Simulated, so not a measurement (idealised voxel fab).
process module | voxel ribs on slabs
cross-section cut | 160 nm wide | cells 5 nm
A cross-section is a grid of square cells, given in bands from the top down. A band is one or more rows of cells.
Each band's line starts with the height of the band's top and of its bottom, in nm. Then come its materials from left to right, each with its width in nm. One material with "throughout" fills the band from edge to edge. "air" is empty space.
Height 0 is the level under which the wafer as received is all one material. The lowest band goes on downwards, as in "0 down".
A width such as "30 to 40" changes by the same amount from each row of cells to the next, from the band's top row to its bottom row.
"no change" after a step means that no cell of the cross-section changed.
closed voids: empty space of 8 cells or more with no open way to the top, each as width x height at its distance from the left edge, in nm
after a step's settings: what the simulator itself notes on the step
overlay nm, on a step with a mask: how far to the right of its planned place the mask lay; to the left if negative
plan
1 op RECEIVE | material Si
2 op DIRECTIONAL_DEP | material SiO2 | thk nm 20
3 op DIRECTIONAL_DEP | material polySi | thk nm 15
4 op PATTERN | tone cover | mask id RIB | material resist | width nm 20 | thk nm 15 | overlay nm 0
5 op DIRECTIONAL_ETCH | etch materials polySi | depth nm 5
6 op STRIP | etch materials resist
7 op PATTERN | tone cover | mask id SLAB | material resist | width nm 60 | thk nm 20 | overlay nm 0
8 op DIRECTIONAL_ETCH | etch materials polySi | depth nm 10
9 op STRIP | etch materials resist
10 op FILL_DEP | material SiO2 | thk nm 25
11 op CMP | height nm 50
12 op DIRECTIONAL_DEP | material TiN | thk nm 5
13 op PATTERN | tone cover | mask id HEATER | material resist | width nm 30 | thk nm 15 | overlay nm 0
14 op DIRECTIONAL_ETCH | etch materials TiN | depth nm 5
15 op STRIP | etch materials resist
16 op CONFORMAL_DEP | material SiO2 | thk nm 10
first wafer, as planned
as received, after step 1
  0 down: Si throughout
  closed voids: none
after step 2
  20 to 0: SiO2 throughout
  below 0: unchanged
after step 3
  35 to 20: polySi throughout
  below 20: unchanged
after step 4
  50 to 35: air 70 | resist 20 | air 70
  below 35: unchanged
after step 5
  50 to 35: air 70 | resist 20 | air 70
  35 to 30: air 70 | polySi 20 | air 70
  below 30: unchanged
after step 6
  35 to 30: air 70 | polySi 20 | air 70
  below 30: unchanged
after step 7
  55 to 35: air 50 | resist 60 | air 50
  35 to 30: air 50 | resist 20 | polySi 20 | resist 20 | air 50
  below 30: unchanged
after step 8
  55 to 35: air 50 | resist 60 | air 50
  35 to 30: air 50 | resist 20 | polySi 20 | resist 20 | air 50
  30 to 20: air 50 | polySi 60 | air 50
  below 20: unchanged
after step 9
  35 to 30: air 70 | polySi 20 | air 70
  below 30: unchanged
after step 10
  60 to 35: SiO2 throughout
  35 to 30: SiO2 70 | polySi 20 | SiO2 70
  30 to 20: SiO2 50 | polySi 60 | SiO2 50
  below 20: unchanged
after step 11
  50 to 35: SiO2 throughout
  below 35: unchanged
after step 12
  55 to 50: TiN throughout
  below 50: unchanged
after step 13
  70 to 55: air 65 | resist 30 | air 65
  below 55: unchanged
after step 14
  70 to 55: air 65 | resist 30 | air 65
  55 to 50: air 65 | TiN 30 | air 65
  below 50: unchanged
after step 15
  55 to 50: air 65 | TiN 30 | air 65
  below 50: unchanged
after step 16
  65 to 60: air 55 | SiO2 50 | air 55
  60 to 55: SiO2 throughout
  55 to 50: SiO2 65 | TiN 30 | SiO2 65
  below 50: unchanged
second wafer: like start, like plan, one mistake. Through step 15 it matches the first wafer
when step 16 should have ended: no change
what went wrong: step 16 was left out
at the end the second wafer has, in cells: 68 fewer of SiO2
